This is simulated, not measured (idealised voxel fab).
The process module presented herein is designated voxel capacitor over wiring.
We display cut, a cross-section 270 nm in width whose square cells are each 5 nm.
A cross-section is a grid of square cells, given in bands from the top down. A band is one or more rows of cells.
Quick guide to a band line: top height, bottom height (nm) up front; then every material left to right with its width in nm. Only one material and it's marked "all across"? Then it fills the band edge to edge. And "blank" just means empty space.
Height datum 0, below which the as-received substrate wafer is one material. Lowest band open at the bottom, running downward: "from 0 down".
Width: "30->40" (first number = top row, second number = bottom row, same change from row to row of cells).
"all unchanged" means the step left every cell of the cross-section as it was.
Voids not open to the top, 8 cells minimum: see "Enclosed void catalog". Written width x height at distance; distance is from the left edge; nm.
Anything after a step's settings on that line? It's the simulator's own note about the step.
The optional step-line setting "overlay nm" applies to steps with a mask and quantifies how far to the right of its planned location the mask lay, a negative value indicating leftward placement.

# This section lists the process steps that were planned
1) RECEIVE [material Si]
2) CONFORMAL_DEP [material SiO2] [thk nm 15]
3) CONFORMAL_DEP [material SiN] [thk nm 5]
4) DIRECTIONAL_DEP [material lowk] [thk nm 15]
5) PATTERN [tone open] [mask id METAL_1] [material resist] [width nm 25] [pitch nm 85] [thk nm 15] [overlay nm 0]
6) DIRECTIONAL_ETCH [etch materials lowk] [depth nm 15]
7) DIRECTIONAL_ETCH [etch materials SiN] [depth nm 5]
8) STRIP [etch materials resist]
9) CONFORMAL_DEP [material TiN] [thk nm 5]
10) FILL_DEP [material Cu] [thk nm 10]
11) CMP [height nm 35]
12) CONFORMAL_DEP [material SiCN] [thk nm 5]
13) DIRECTIONAL_DEP [material lowk] [thk nm 20]
14) PATTERN [tone open] [mask id PLUG_1] [material resist] [width nm 15] [thk nm 15] [overlay nm 0]
15) DIRECTIONAL_ETCH [etch materials lowk] [depth nm 20]
16) DIRECTIONAL_ETCH [etch materials SiCN] [depth nm 5]
17) STRIP [etch materials resist]
18) EPI [material Ru] [thk nm 10]
19) EPI [material Ru] [thk nm 10]
20) EPI [material Ru] [thk nm 5]
21) DIRECTIONAL_DEP [material TiN] [thk nm 5]
22) DIRECTIONAL_DEP [material HfO2] [thk nm 5]
23) DIRECTIONAL_DEP [material TiN] [thk nm 10]
24) DIRECTIONAL_DEP [material aC] [thk nm 10]
25) PATTERN [tone cover] [mask id UPPER_PLATE] [material resist] [width nm 65] [thk nm 30] [overlay nm 0]
26) DIRECTIONAL_ETCH [etch materials aC] [depth nm 10]
27) STRIP [etch materials resist]
28) DIRECTIONAL_ETCH [etch materials TiN] [depth nm 10]
29) DIRECTIONAL_ETCH [etch materials HfO2] [depth nm 5]
30) STRIP [etch materials aC]
31) DIRECTIONAL_DEP [material aC] [thk nm 15]
32) PATTERN [tone cover] [mask id LOWER_PLATE] [material resist] [width nm 65] [thk nm 35] [overlay nm 0]
33) DIRECTIONAL_ETCH [etch materials aC] [depth nm 15]
34) STRIP [etch materials resist]
35) DIRECTIONAL_ETCH [etch materials TiN] [depth nm 5]
36) STRIP [etch materials aC]
37) FILL_DEP [material SiO2] [thk nm 20]
38) CMP [height nm 95]
39) DIRECTIONAL_DEP [material aC] [thk nm 10]
40) PATTERN [tone open] [mask id PLUG_2] [material resist] [width nm 15] [thk nm 25] [overlay nm 0]
41) DIRECTIONAL_ETCH [etch materials aC] [depth nm 10]
42) STRIP [etch materials resist]
43) DIRECTIONAL_ETCH [etch materials SiO2] [depth nm 15]
44) STRIP [etch materials aC]
45) CONFORMAL_DEP [material TiN] [thk nm 5]
46) FILL_DEP [material Cu] [thk nm 5]
47) CMP [height nm 95]
48) CONFORMAL_DEP [material SiCN] [thk nm 5]
Heads up: all these wafers start the same, and what changes between them is the width nm in step 32. The value you see in the plan is just what the first wafer got.

# The first of several wafers as received, shown in cross-section; this is its state after step 1
> from 0 down  Si all across
> Enclosed void catalog: none

# Below: a row per wafer. Contents at end of module: for every material, cells gained since receipt (+) or lost since receipt (-); then closed voids
width nm 65; +20 Cu; +13 HfO2; +15 Ru; +105 SiCN; +44 SiN; +479 SiO2; +68 TiN; +336 lowk; Enclosed void catalog: none
width nm 70; +20 Cu; +13 HfO2; +15 Ru; +105 SiCN; +44 SiN; +478 SiO2; +69 TiN; +336 lowk; Enclosed void catalog: none
width nm 75; +20 Cu; +13 HfO2; +15 Ru; +105 SiCN; +44 SiN; +477 SiO2; +70 TiN; +336 lowk; Enclosed void catalog: none
width nm 80; +20 Cu; +13 HfO2; +15 Ru; +105 SiCN; +44 SiN; +476 SiO2; +71 TiN; +336 lowk; Enclosed void catalog: none
width nm 85; +20 Cu; +13 HfO2; +15 Ru; +105 SiCN; +44 SiN; +475 SiO2; +72 TiN; +336 lowk; Enclosed void catalog: none
width nm 90; +20 Cu; +13 HfO2; +15 Ru; +105 SiCN; +44 SiN; +474 SiO2; +73 TiN; +336 lowk; Enclosed void catalog: none
